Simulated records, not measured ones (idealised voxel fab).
process module | voxel tone inversion
cross-section cut | 175 nm wide | cells 5 nm
A cross-section is a grid of square cells, given in bands from the top down. A band is one or more rows of cells.
Each band's line starts with the height of the band's top and of its bottom, in nm. Then come its materials from left to right, each with its width in nm. One material with "throughout" fills the band from edge to edge. "air" is empty space.
Height 0 is the level under which the wafer as received is all one material. The lowest band goes on downwards, as in "0 down".
A width such as "30 to 40" changes by the same amount from each row of cells to the next, from the band's top row to its bottom row.
"no change" after a step means that no cell of the cross-section changed.
closed voids: empty space of 8 cells or more with no open way to the top, each as width x height at its distance from the left edge, in nm
after a step's settings: what the simulator itself notes on the step
overlay nm, on a step with a mask: how far to the right of its planned place the mask lay; to the left if negative
plan
1 op RECEIVE | material Si
2 op CONFORMAL_DEP | material SiCN | thk nm 10
3 op DIRECTIONAL_DEP | material polySi | thk nm 25
4 op PATTERN | tone cover | mask id POSTS | material resist | width nm 25 | pitch nm 45 | thk nm 30 | overlay nm 0
5 op DIRECTIONAL_ETCH | etch materials polySi | depth nm 25
6 op STRIP | etch materials resist
7 op FILL_DEP | material lowk | thk nm 5
8 op CMP | height nm 35
9 op STRIP | etch materials polySi
as received, after step 1
  0 down: Si throughout
  closed voids: none
a wafer at the end: this start, this plan, one mistake
  35 to 10: lowk 30 | air 25 | lowk 20 | air 25 | lowk 20 | air 25 | lowk 30
  10 to 0: lowk throughout
  0 down: Si throughout
  closed voids: none
what went wrong: step 2 ran as: op CONFORMAL_DEP | material lowk | thk nm 10
